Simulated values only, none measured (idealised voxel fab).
The following process module bears the name voxel self aligned contacts.
This is section cut - it's 200 nm across, gridded in 5 nm square cells.
Cross-sections here: square-cell grids, written as top-down lists of bands, a band being one or more rows of cells.
Read a band's entry like this: the first values are the height of its top and the height of its bottom in nm, and what follows is the sequence of materials from left to right, each with its width in nm. Note that "empty" is empty space, and that a single material marked "throughout" reaches across the band from edge to edge.
The reference from which all heights are counted is 0, the level beneath which the as-received wafer is entirely one material; the lowest band, having no lower bound, proceeds downward and is written after the example "0..down".
Width: "30..40" (first number = top row, second number = bottom row, same change from row to row of cells).
"nothing got changed" -> step changed no cross-section cell.
"Closed internal cavities" enumerates empty spaces isolated from the top, with no open way to it, that contain at least 8 cells, giving each as width x height at distance from the left edge, all three in nm.
Post-settings text on a step line: simulator's own remark regarding the step.
If you see "overlay nm" on a step's line and that step has a mask, it's telling you how far right of where it was planned the mask ended up; a negative number means it went left instead.

## Process steps foreseen in the plan
step 1: op RECEIVE | material Si
step 2: op CONFORMAL_DEP | material SiO2 | thk nm 5
step 3: op DIRECTIONAL_DEP | material polySi | thk nm 25
step 4: op DIRECTIONAL_DEP | material SiN | thk nm 20
step 5: op DIRECTIONAL_DEP | material aC | thk nm 15
step 6: op PATTERN | tone cover | mask id GATE | material resist | width nm 35 | pitch nm 70 | thk nm 35 | overlay nm 0
step 7: op DIRECTIONAL_ETCH | etch materials aC | depth nm 15
step 8: op STRIP | etch materials resist
step 9: op DIRECTIONAL_ETCH | etch materials SiN | depth nm 20
step 10: op DIRECTIONAL_ETCH | etch materials polySi | depth nm 25
step 11: op STRIP | etch materials aC
step 12: op CONFORMAL_DEP | material SiN | thk nm 10
step 13: op DIRECTIONAL_ETCH | etch materials SiN | depth nm 10
step 14: op FILL_DEP | material SiO2 | thk nm 10
step 15: op CMP | height nm 55
step 16: op PATTERN | tone open | mask id CONTACT | material resist | width nm 55 | thk nm 15 | overlay nm 0
step 17: op DIRECTIONAL_ETCH | etch materials SiO2 | depth nm 55
step 18: op STRIP | etch materials resist
step 19: op CONFORMAL_DEP | material TiN | thk nm 5
step 20: op FILL_DEP | material W | thk nm 5
step 21: op CMP | height nm 55
step 22: op CONFORMAL_DEP | material SiN | thk nm 5

## Incoming wafer in cross-section (state: after step 1)
  0..down | Si throughout
  Closed internal cavities: none

## Final cross-section, module run with one mistake (start and plan as above)
  60..55 | SiN throughout
  55..35 | SiO2 35 nm / SiN 10 nm / polySi 35 nm / SiN 10 nm / TiN 5 nm / W 5 nm / TiN 5 nm / SiN 10 nm / polySi 35 nm / SiN 10 nm / SiO2 40 nm
  35..30 | SiO2 35 nm / SiN 10 nm / polySi 35 nm / SiN 10 nm / TiN 15 nm / SiN 10 nm / polySi 35 nm / SiN 10 nm / SiO2 40 nm
  30..5 | polySi throughout
  5..0 | SiO2 throughout
  0..down | Si throughout
  Closed internal cavities: none
Misprocessing identified: step 3 of the plan saw execution twice
